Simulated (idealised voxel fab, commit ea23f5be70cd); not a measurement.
process module | voxel lift off
cross-section cut | 270 nm wide | cells 5 nm
A cross-section is a grid of square cells, given in bands from the top down. A band is one or more rows of cells.
Each band's line starts with the height of the band's top and of its bottom, in nm. Then come its materials from left to right, each with its width in nm. One material with "throughout" fills the band from edge to edge. "air" is empty space.
Height 0 is the level under which the wafer as received is all one material. The lowest band goes on downwards, as in "0 down".
A width such as "30 to 40" changes by the same amount from each row of cells to the next, from the band's top row to its bottom row.
"no change" after a step means that no cell of the cross-section changed.
closed voids: empty space of 8 cells or more with no open way to the top, each as width x height at its distance from the left edge, in nm
after a step's settings: what the simulator itself notes on the step
overlay nm, on a step with a mask: how far to the right of its planned place the mask lay; to the left if negative
plan
1 op RECEIVE | material Si
2 op CONFORMAL_DEP | material SiO2 | thk nm 5
3 op PATTERN | tone open | mask id LINES | material resist | width nm 15 | pitch nm 45 | thk nm 30 | overlay nm 0
4 op DIRECTIONAL_DEP | material Ru | thk nm 15
5 op STRIP | etch materials resist
6 op CONFORMAL_DEP | material SiCN | thk nm 5
as received, after step 1
  0 down: Si throughout
  closed voids: none
first wafer at the end, as planned
  25 to 20: air 75 | SiCN 25 | air 20 | SiCN 25 | air 20 | SiCN 25 | air 80
  20 to 10: air 75 | SiCN 5 | Ru 15 | SiCN 5 | air 20 | SiCN 5 | Ru 15 | SiCN 5 | air 20 | SiCN 5 | Ru 15 | SiCN 5 | air 80
  10 to 5: SiCN 80 | Ru 15 | SiCN 30 | Ru 15 | SiCN 30 | Ru 15 | SiCN 85
  5 to 0: SiO2 throughout
  0 down: Si throughout
  closed voids: none
second wafer at the end: like start, like plan, one mistake
  25 to 20: air 80 | SiCN 25 | air 20 | SiCN 25 | air 20 | SiCN 25 | air 75
  20 to 10: air 80 | SiCN 5 | Ru 15 | SiCN 5 | air 20 | SiCN 5 | Ru 15 | SiCN 5 | air 20 | SiCN 5 | Ru 15 | SiCN 5 | air 75
  10 to 5: SiCN 85 | Ru 15 | SiCN 30 | Ru 15 | SiCN 30 | Ru 15 | SiCN 80
  5 to 0: SiO2 throughout
  0 down: Si throughout
  closed voids: none
what went wrong: step 3 ran as: op PATTERN | tone open | mask id LINES | material resist | width nm 15 | pitch nm 45 | thk nm 30 | overlay nm 5
at the end the second wafer has, in cells: as many of each material as the first, in other places
